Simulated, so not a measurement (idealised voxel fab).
Process module name: voxel ribs on slabs
It is cross-section cut that appears here, measuring 200 nm in width, its square cells being 5 nm in size.
For the purposes of this document, a cross-section shall be understood as a grid of square cells, specified as bands listed in top-to-bottom order, each band consisting of one or more rows of cells. Top height, bottom height, nm. Materials left to right, width each, nm. Single material + "everywhere" = fills band edge to edge. "air" = empty. Counting heights begins at 0, where everything beneath is, in the wafer as received, one material. The lowest band has no bottom; it goes on downwards, as "0 down" shows. The notation "30 to 40" denotes a width that varies across the rows of cells in the band, beginning at the first number in the top row, finishing at the second number in the bottom row, and changing by an identical amount from each row to the next. Take "everything unchanged" at face value: in the step it is given for, the cross-section changed in none of its cells. "Fully enclosed voids" enumerates empty spaces isolated from the top, with no open way to it, that contain at least 8 cells, giving each as width x height at distance from the left edge, all three in nm. after a step's settings: what the simulator itself notes on the step. overlay nm: right-of-plan distance of the mask on a masked step; negative values mean left-of-plan.
**Planned step list for the process**
1) RECEIVE: material Si
2) DIRECTIONAL_DEP: material SiO2, thk nm 25
3) DIRECTIONAL_DEP: material SiN, thk nm 25
4) MASKED_ETCH: tone cover, mask id RIB, width nm 25, etch materials SiN, depth nm 20, overlay nm 0
5) DIRECTIONAL_DEP: material aC, thk nm 15
6) PATTERN: tone cover, mask id SLAB, material resist, width nm 55, thk nm 30, overlay nm 0
7) DIRECTIONAL_ETCH: etch materials aC, depth nm 15
8) STRIP: etch materials resist
9) DIRECTIONAL_ETCH: etch materials SiN, depth nm 5
10) STRIP: etch materials aC
11) FILL_DEP: material SiO2, thk nm 20
12) CMP: height nm 60
13) DIRECTIONAL_DEP: material W, thk nm 5
14) MASKED_ETCH: tone cover, mask id HEATER, width nm 35, etch materials W, depth nm 5, overlay nm 0
15) CONFORMAL_DEP: material SiN, thk nm 10
**Wafer at receipt (post step 1), cross-section**
* 0 down | Si everywhere
* Fully enclosed voids: none
**a wafer at the end: this start, this plan, one mistake**
* 75 to 70 | air (70) | SiN (55) | air (75)
* 70 to 65 | SiN everywhere
* 65 to 60 | SiN (80) | W (35) | SiN (85)
* 60 to 40 | SiO2 (85) | SiN (25) | SiO2 (90)
* 40 to 25 | SiN everywhere
* 25 to 0 | SiO2 everywhere
* 0 down | Si everywhere
* Fully enclosed voids: none
Deviation noted in wafer processing: step 5 was not run as planned; what actually ran was DIRECTIONAL_DEP: material SiN, thk nm 15
